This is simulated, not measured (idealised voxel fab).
process module | voxel transistor to metal
cross-section cut | 295 nm wide | cells 5 nm
A cross-section is a grid of square cells, given in bands from the top down. A band is one or more rows of cells.
Each band's line starts with the height of the band's top and of its bottom, in nm. Then come its materials from left to right, each with its width in nm. One material with "throughout" fills the band from edge to edge. "air" is empty space.
Height 0 is the level under which the wafer as received is all one material. The lowest band goes on downwards, as in "0 down".
A width such as "30 to 40" changes by the same amount from each row of cells to the next, from the band's top row to its bottom row.
"no change" after a step means that no cell of the cross-section changed.
closed voids: empty space of 8 cells or more with no open way to the top, each as width x height at its distance from the left edge, in nm
after a step's settings: what the simulator itself notes on the step
overlay nm, on a step with a mask: how far to the right of its planned place the mask lay; to the left if negative
plan
1 op RECEIVE | material Si
2 op OXIDIZE | depth nm 5
3 op CONFORMAL_DEP | material SiN | thk nm 10
4 op PATTERN | tone cover | mask id ACTIVE | material resist | width nm 110 | pitch nm 130 | thk nm 15 | overlay nm 0
5 op DIRECTIONAL_ETCH | etch materials SiN | depth nm 10
6 op DIRECTIONAL_ETCH | etch materials SiO2 | depth nm 5
7 op DIRECTIONAL_ETCH | etch materials Si | depth nm 35
8 op STRIP | etch materials resist
9 op FILL_DEP | material SiO2 | thk nm 5
10 op CMP | height nm 10
11 op SELECTIVE_ETCH | etch materials SiO2 | depth nm 10
12 op STRIP | etch materials SiN
13 op SELECTIVE_ETCH | etch materials SiO2 | depth nm 5
14 op OXIDIZE | depth nm 5
15 op DIRECTIONAL_DEP | material polySi | thk nm 25
16 op DIRECTIONAL_DEP | material SiCN | thk nm 10
17 op MASKED_ETCH | tone cover | mask id GATE | width nm 30 | pitch nm 130 | etch materials SiCN | depth nm 20 | overlay nm 0
18 op MASKED_ETCH | tone cover | mask id GATE | width nm 30 | pitch nm 130 | etch materials polySi | depth nm 35 | overlay nm 0
19 op CONFORMAL_DEP | material SiN | thk nm 5
20 op DIRECTIONAL_ETCH | etch materials SiN | depth nm 5
21 op DIRECTIONAL_ETCH | etch materials SiO2 | depth nm 5
22 op DIRECTIONAL_ETCH | etch materials Si | depth nm 15
23 op EPI | material nSi | thk nm 15
24 op FILL_DEP | material SiO2 | thk nm 10
25 op CMP | height nm 20
26 op STRIP | etch materials polySi
27 op SELECTIVE_ETCH | etch materials SiO2 | depth nm 5
28 op CONFORMAL_DEP | material HfO2 | thk nm 5
29 op CONFORMAL_DEP | material TiN | thk nm 5
30 op FILL_DEP | material W | thk nm 5
31 op CMP | height nm 15
32 op DIRECTIONAL_DEP | material SiO2 | thk nm 15
33 op PATTERN | tone open | mask id CONTACT | material resist | width nm 15 | thk nm 20 | overlay nm 0
34 op DIRECTIONAL_ETCH | etch materials SiO2 | depth nm 40
35 op STRIP | etch materials resist
36 op CONFORMAL_DEP | material TiN | thk nm 5
37 op FILL_DEP | material Ru | thk nm 10
38 op CMP | height nm 30
39 op DIRECTIONAL_DEP | material TiN | thk nm 5
40 op DIRECTIONAL_DEP | material W | thk nm 15
41 op PATTERN | tone cover | mask id METAL_1 | material resist | width nm 15 | thk nm 20 | overlay nm 0
42 op DIRECTIONAL_ETCH | etch materials W | depth nm 15
43 op DIRECTIONAL_ETCH | etch materials TiN | depth nm 5
44 op STRIP | etch materials resist
45 op CONFORMAL_DEP | material SiCN | thk nm 5
46 op FILL_DEP | material lowk | thk nm 10
47 op CMP | height nm 50
48 op CONFORMAL_DEP | material SiCN | thk nm 5
as received, after step 1
  0 down: Si throughout
  closed voids: none
a wafer at the end: this start, this plan, one mistake
  55 to 50: SiCN throughout
  50 to 35: lowk 30 | SiCN 5 | W 15 | SiCN 5 | lowk 50 | SiCN 5 | W 15 | SiCN 5 | lowk 30 | SiCN 5 | W 15 | SiCN 5 | lowk 50 | SiCN 5 | W 15 | SiCN 5 | lowk 35
  35 to 30: SiCN 35 | TiN 15 | SiCN 60 | TiN 15 | SiCN 40 | TiN 15 | SiCN 60 | TiN 15 | SiCN 40
  30 to 15: SiO2 35 | TiN 5 | Ru 5 | TiN 5 | SiO2 60 | TiN 5 | Ru 5 | TiN 5 | SiO2 40 | TiN 5 | Ru 5 | TiN 5 | SiO2 60 | TiN 5 | Ru 5 | TiN 5 | SiO2 40
  15 to 10: SiO2 35 | TiN 5 | Ru 5 | TiN 5 | SiO2 10 | SiN 5 | TiN 5 | HfO2 5 | W 10 | HfO2 5 | TiN 5 | SiN 5 | SiO2 10 | TiN 5 | Ru 5 | TiN 5 | SiO2 40 | TiN 5 | Ru 5 | TiN 5 | SiO2 10 | SiN 5 | TiN 5 | HfO2 5 | W 10 | HfO2 5 | TiN 5 | SiN 5 | SiO2 10 | TiN 5 | Ru 5 | TiN 5 | SiO2 40
  10 to 5: SiO2 35 | TiN 15 | SiO2 10 | SiN 5 | TiN 5 | HfO2 5 | W 10 | HfO2 5 | TiN 5 | SiN 5 | SiO2 10 | TiN 15 | SiO2 40 | TiN 15 | SiO2 10 | SiN 5 | TiN 5 | HfO2 5 | W 10 | HfO2 5 | TiN 5 | SiN 5 | SiO2 10 | TiN 15 | SiO2 40
  5 to 0: SiO2 35 | TiN 10 | nSi 15 | SiN 5 | TiN 5 | HfO2 5 | W 10 | HfO2 5 | TiN 5 | SiN 5 | nSi 15 | TiN 10 | SiO2 40 | TiN 10 | nSi 15 | SiN 5 | TiN 5 | HfO2 5 | W 10 | HfO2 5 | TiN 5 | SiN 5 | nSi 15 | TiN 10 | SiO2 40
  0 to -5: SiO2 35 | TiN 10 | nSi 15 | SiN 5 | TiN 5 | HfO2 20 | TiN 5 | SiN 5 | nSi 15 | TiN 10 | SiO2 40 | TiN 10 | nSi 15 | SiN 5 | TiN 5 | HfO2 20 | TiN 5 | SiN 5 | nSi 15 | TiN 10 | SiO2 40
  -5 to -10: SiO2 35 | TiN 10 | nSi 15 | TiN 40 | nSi 15 | TiN 10 | SiO2 40 | TiN 10 | nSi 15 | TiN 40 | nSi 15 | TiN 10 | SiO2 40
  -10 to -25: SiO2 25 | nSi 35 | Si 40 | nSi 35 | SiO2 20 | nSi 35 | Si 40 | nSi 35 | SiO2 30
  -25 to -40: SiO2 25 | Si 110 | SiO2 20 | Si 110 | SiO2 30
  -40 down: Si throughout
  closed voids: none
what went wrong: steps 28 and 29 were swapped
